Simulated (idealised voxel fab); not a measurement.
Process module in this document: voxel self aligned contacts
We display cut, a cross-section 185 nm in width whose square cells are each 5 nm.
Square cells in a grid make up a cross-section in this document, and the grid is given as bands, listed from the top down, each one or more rows of cells.
First you get the band's top height and its bottom height, in nm, and then the materials it's made of, left to right, with each width in nm. If you see a single material with "edge to edge", that one covers the band edge to edge. "blank" is empty space.
Beneath 0, the wafer as received is one material, and that level is where height counting begins. The lowest band goes on downward without a bottom; it is written like "0 nm and below".
It should be noted that a width expressed as "30->40" varies in equal increments from row to row of cells within the band, taking the value of the first number at the top row and that of the second number at the bottom row.
Where a step carries "all unchanged", the cross-section came out of it unchanged, cell for cell.
"Enclosed internal cavities" enumerates empty spaces isolated from the top, with no open way to it, that contain at least 8 cells, giving each as width x height at distance from the left edge, all three in nm.
Anything after a step's settings on that line? It's the simulator's own note about the step.
The "overlay nm" setting may appear on a step's line; for a step that uses a mask, it gives how far to the right of its planned position the mask lay, and a negative value indicates the left.
INTENDED PROCESS STEPS
1: RECEIVE [material Si]
2: CONFORMAL_DEP [material SiO2] [thk nm 5]
3: DIRECTIONAL_DEP [material polySi] [thk nm 30]
4: DIRECTIONAL_DEP [material SiN] [thk nm 20]
5: MASKED_ETCH [tone cover] [mask id GATE] [width nm 25] [pitch nm 60] [etch materials SiN] [depth nm 20] [overlay nm 0]
6: MASKED_ETCH [tone cover] [mask id GATE] [width nm 15] [pitch nm 60] [etch materials polySi] [depth nm 30] [overlay nm 0]
7: CONFORMAL_DEP [material SiN] [thk nm 10]
8: DIRECTIONAL_ETCH [etch materials SiN] [depth nm 10]
9: FILL_DEP [material SiO2] [thk nm 10]
10: CMP [height nm 60]
11: DIRECTIONAL_DEP [material aC] [thk nm 10]
12: PATTERN [tone open] [mask id CONTACT] [material resist] [width nm 45] [thk nm 25] [overlay nm 0]
13: DIRECTIONAL_ETCH [etch materials aC] [depth nm 10]
14: STRIP [etch materials resist]
15: DIRECTIONAL_ETCH [etch materials SiO2] [depth nm 60]
16: STRIP [etch materials aC]
17: CONFORMAL_DEP [material TiN] [thk nm 5]
18: FILL_DEP [material Ru] [thk nm 10]
19: CMP [height nm 60]
20: CONFORMAL_DEP [material SiCN] [thk nm 5]
Heads up: all these wafers start the same, and what changes between them is the width nm in step 6. The value you see in the plan is just what the first wafer got.
INCOMING STATE OF THE FIRST OF SEVERAL WAFERS IN CROSS-SECTION: AFTER STEP 1
0 nm and below | Si edge to edge
Enclosed internal cavities: none
TABLE: WAFERS, A ROW EACH; END-OF-MODULE CELL CHANGE PER MATERIAL SINCE RECEIPT, GAIN (+), LOSS (-); THEN CLOSED VOIDS
width nm 15 | +11 Ru | +37 SiCN | +120 SiN | +222 SiO2 | +31 TiN | +60 polySi | Enclosed internal cavities: none
width nm 20 | +11 Ru | +37 SiCN | +120 SiN | +222 SiO2 | +31 TiN | +60 polySi | Enclosed internal cavities: none
width nm 25 | +11 Ru | +37 SiCN | +120 SiN | +222 SiO2 | +31 TiN | +60 polySi | Enclosed internal cavities: none
width nm 30 | +4 Ru | +37 SiCN | +120 SiN | +217 SiO2 | +31 TiN | +72 polySi | Enclosed internal cavities: none
width nm 35 | +4 Ru | +37 SiCN | +120 SiN | +212 SiO2 | +24 TiN | +84 polySi | Enclosed internal cavities: none
width nm 40 | +4 Ru | +37 SiCN | +120 SiN | +207 SiO2 | +17 TiN | +96 polySi | Enclosed internal cavities: none
